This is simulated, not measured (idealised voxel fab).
process module | voxel wiring stack
cross-section cut | 195 nm wide | cells 5 nm
A cross-section is a grid of square cells, given in bands from the top down. A band is one or more rows of cells.
Each band's line starts with the height of the band's top and of its bottom, in nm. Then come its materials from left to right, each with its width in nm. One material with "throughout" fills the band from edge to edge. "air" is empty space.
Height 0 is the level under which the wafer as received is all one material. The lowest band goes on downwards, as in "0 down".
A width such as "30 to 40" changes by the same amount from each row of cells to the next, from the band's top row to its bottom row.
"no change" after a step means that no cell of the cross-section changed.
closed voids: empty space of 8 cells or more with no open way to the top, each as width x height at its distance from the left edge, in nm
after a step's settings: what the simulator itself notes on the step
overlay nm, on a step with a mask: how far to the right of its planned place the mask lay; to the left if negative
plan
1 op RECEIVE | material Si
2 op CONFORMAL_DEP | material SiO2 | thk nm 15
3 op DIRECTIONAL_DEP | material TiN | thk nm 5
4 op DIRECTIONAL_DEP | material W | thk nm 20
5 op MASKED_ETCH | tone cover | mask id METAL_1 | width nm 25 | pitch nm 55 | etch materials W | depth nm 20 | overlay nm 0
6 op MASKED_ETCH | tone cover | mask id METAL_1 | width nm 25 | pitch nm 55 | etch materials TiN | depth nm 5 | overlay nm 0
7 op CONFORMAL_DEP | material SiN | thk nm 5
8 op FILL_DEP | material lowk | thk nm 5
9 op CMP | height nm 40
10 op CONFORMAL_DEP | material SiCN | thk nm 5
11 op DIRECTIONAL_DEP | material SiO2 | thk nm 15
12 op DIRECTIONAL_DEP | material aC | thk nm 10
13 op PATTERN | tone open | mask id PLUG_1 | material resist | width nm 15 | thk nm 25 | overlay nm 0
14 op DIRECTIONAL_ETCH | etch materials aC | depth nm 10
15 op STRIP | etch materials resist
16 op DIRECTIONAL_ETCH | etch materials SiO2 | depth nm 15
17 op DIRECTIONAL_ETCH | etch materials SiCN | depth nm 5
18 op STRIP | etch materials aC
19 op EPI | material Ru | thk nm 10
20 op EPI | material Ru | thk nm 10
21 op CONFORMAL_DEP | material SiN | thk nm 5
22 op DIRECTIONAL_DEP | material SiO2 | thk nm 25
23 op PATTERN | tone open | mask id METAL_2 | material resist | width nm 25 | pitch nm 55 | thk nm 15 | overlay nm 0
24 op DIRECTIONAL_ETCH | etch materials SiO2 | depth nm 25
25 op DIRECTIONAL_ETCH | etch materials SiN | depth nm 5
26 op STRIP | etch materials resist
27 op CONFORMAL_DEP | material TiN | thk nm 5
28 op FILL_DEP | material W | thk nm 10
29 op CMP | height nm 90
30 op CONFORMAL_DEP | material SiN | thk nm 5
first wafer, as planned
as received, after step 1
  0 down: Si throughout
  closed voids: none
after step 2
  15 to 0: SiO2 throughout
  below 0: unchanged
after step 3
  20 to 15: TiN throughout
  below 15: unchanged
after step 4
  40 to 20: W throughout
  below 20: unchanged
after step 5
  40 to 20: air 55 | W 25 | air 30 | W 25 | air 60
  below 20: unchanged
after step 6
  40 to 20: air 55 | W 25 | air 30 | W 25 | air 60
  20 to 15: air 55 | TiN 25 | air 30 | TiN 25 | air 60
  below 15: unchanged
after step 7
  45 to 40: air 50 | SiN 35 | air 20 | SiN 35 | air 55
  40 to 20: air 50 | SiN 5 | W 25 | SiN 5 | air 20 | SiN 5 | W 25 | SiN 5 | air 55
  20 to 15: SiN 55 | TiN 25 | SiN 30 | TiN 25 | SiN 60
  below 15: unchanged
after step 8
  50 to 45: lowk throughout
  45 to 40: lowk 50 | SiN 35 | lowk 20 | SiN 35 | lowk 55
  40 to 20: lowk 50 | SiN 5 | W 25 | SiN 5 | lowk 20 | SiN 5 | W 25 | SiN 5 | lowk 55
  below 20: unchanged
after step 9
  40 to 20: lowk 50 | SiN 5 | W 25 | SiN 5 | lowk 20 | SiN 5 | W 25 | SiN 5 | lowk 55
  below 20: unchanged
after step 10
  45 to 40: SiCN throughout
  below 40: unchanged
after step 11
  60 to 45: SiO2 throughout
  below 45: unchanged
after step 12
  70 to 60: aC throughout
  below 60: unchanged
after step 13
  95 to 70: resist 55 | air 15 | resist 125
  below 70: unchanged
after step 14
  85 to 70: resist 55 | air 15 | resist 125
  70 to 60: aC 55 | air 15 | aC 125
  below 60: unchanged
after step 15
  70 to 60: aC 55 | air 15 | aC 125
  below 60: unchanged
after step 16
  70 to 60: aC 55 | air 15 | aC 125
  60 to 45: SiO2 55 | air 15 | SiO2 125
  below 45: unchanged
after step 17
  70 to 60: aC 55 | air 15 | aC 125
  60 to 45: SiO2 55 | air 15 | SiO2 125
  45 to 40: SiCN 55 | air 15 | SiCN 125
  below 40: unchanged
after step 18
  60 to 45: SiO2 55 | air 15 | SiO2 125
  below 45: unchanged
after step 19
  60 to 50: SiO2 55 | air 15 | SiO2 125
  50 to 45: SiO2 55 | Ru 15 | SiO2 125
  45 to 40: SiCN 55 | Ru 15 | SiCN 125
  below 40: unchanged
after step 20
  60 to 45: SiO2 55 | Ru 15 | SiO2 125
  below 45: unchanged
after step 21
  65 to 60: SiN throughout
  below 60: unchanged
after step 22
  90 to 65: SiO2 throughout
  below 65: unchanged
after step 23
  105 to 90: resist 55 | air 25 | resist 30 | air 25 | resist 60
  below 90: unchanged
after step 24
  105 to 90: resist 55 | air 25 | resist 30 | air 25 | resist 60
  90 to 65: SiO2 55 | air 25 | SiO2 30 | air 25 | SiO2 60
  below 65: unchanged
after step 25
  105 to 90: resist 55 | air 25 | resist 30 | air 25 | resist 60
  90 to 65: SiO2 55 | air 25 | SiO2 30 | air 25 | SiO2 60
  65 to 60: SiN 55 | air 25 | SiN 30 | air 25 | SiN 60
  below 60: unchanged
after step 26
  90 to 65: SiO2 55 | air 25 | SiO2 30 | air 25 | SiO2 60
  below 65: unchanged
after step 27
  95 to 90: TiN 60 | air 15 | TiN 40 | air 15 | TiN 65
  90 to 65: SiO2 55 | TiN 5 | air 15 | TiN 5 | SiO2 30 | TiN 5 | air 15 | TiN 5 | SiO2 60
  65 to 60: SiN 55 | TiN 25 | SiN 30 | TiN 25 | SiN 60
  below 60: unchanged
after step 28
  105 to 95: W throughout
  95 to 90: TiN 60 | W 15 | TiN 40 | W 15 | TiN 65
  90 to 65: SiO2 55 | TiN 5 | W 15 | TiN 5 | SiO2 30 | TiN 5 | W 15 | TiN 5 | SiO2 60
  below 65: unchanged
after step 29
  90 to 65: SiO2 55 | TiN 5 | W 15 | TiN 5 | SiO2 30 | TiN 5 | W 15 | TiN 5 | SiO2 60
  below 65: unchanged
after step 30
  95 to 90: SiN throughout
  below 90: unchanged
second wafer: like start, like plan, one mistake. Through step 12 it matches the first wafer
when step 13 should have ended
  95 to 70: resist 65 | air 15 | resist 115
  below 70: unchanged
when step 14 should have ended
  85 to 70: resist 65 | air 15 | resist 115
  70 to 60: aC 65 | air 15 | aC 115
  below 60: unchanged
when step 15 should have ended
  70 to 60: aC 65 | air 15 | aC 115
  below 60: unchanged
when step 16 should have ended
  70 to 60: aC 65 | air 15 | aC 115
  60 to 45: SiO2 65 | air 15 | SiO2 115
  below 45: unchanged
when step 17 should have ended
  70 to 60: aC 65 | air 15 | aC 115
  60 to 45: SiO2 65 | air 15 | SiO2 115
  45 to 40: SiCN 65 | air 15 | SiCN 115
  below 40: unchanged
when step 18 should have ended
  60 to 45: SiO2 65 | air 15 | SiO2 115
  below 45: unchanged
when step 19 should have ended
  60 to 50: SiO2 65 | air 15 | SiO2 115
  50 to 45: SiO2 65 | Ru 15 | SiO2 115
  45 to 40: SiCN 65 | Ru 15 | SiCN 115
  below 40: unchanged
when step 20 should have ended
  60 to 45: SiO2 65 | Ru 15 | SiO2 115
  below 45: unchanged
when step 21 should have ended
  65 to 60: SiN throughout
  below 60: unchanged
when step 22 should have ended
  90 to 65: SiO2 throughout
  below 65: unchanged
when step 23 should have ended
  105 to 90: resist 55 | air 25 | resist 30 | air 25 | resist 60
  below 90: unchanged
when step 24 should have ended
  105 to 90: resist 55 | air 25 | resist 30 | air 25 | resist 60
  90 to 65: SiO2 55 | air 25 | SiO2 30 | air 25 | SiO2 60
  below 65: unchanged
when step 25 should have ended
  105 to 90: resist 55 | air 25 | resist 30 | air 25 | resist 60
  90 to 65: SiO2 55 | air 25 | SiO2 30 | air 25 | SiO2 60
  65 to 60: SiN 55 | air 25 | SiN 30 | air 25 | SiN 60
  below 60: unchanged
when step 26 should have ended
  90 to 65: SiO2 55 | air 25 | SiO2 30 | air 25 | SiO2 60
  below 65: unchanged
when step 27 should have ended
  95 to 90: TiN 60 | air 15 | TiN 40 | air 15 | TiN 65
  90 to 65: SiO2 55 | TiN 5 | air 15 | TiN 5 | SiO2 30 | TiN 5 | air 15 | TiN 5 | SiO2 60
  65 to 60: SiN 55 | TiN 25 | SiN 30 | TiN 25 | SiN 60
  below 60: unchanged
when step 28 should have ended
  105 to 95: W throughout
  95 to 90: TiN 60 | W 15 | TiN 40 | W 15 | TiN 65
  90 to 65: SiO2 55 | TiN 5 | W 15 | TiN 5 | SiO2 30 | TiN 5 | W 15 | TiN 5 | SiO2 60
  below 65: unchanged
when step 29 should have ended
  90 to 65: SiO2 55 | TiN 5 | W 15 | TiN 5 | SiO2 30 | TiN 5 | W 15 | TiN 5 | SiO2 60
  below 65: unchanged
when step 30 should have ended
  95 to 90: SiN throughout
  below 90: unchanged
what went wrong: step 13 ran as: op PATTERN | tone open | mask id PLUG_1 | material resist | width nm 15 | thk nm 25 | overlay nm 10
at the end the second wafer has, in cells: as many of each material as the first, in other places
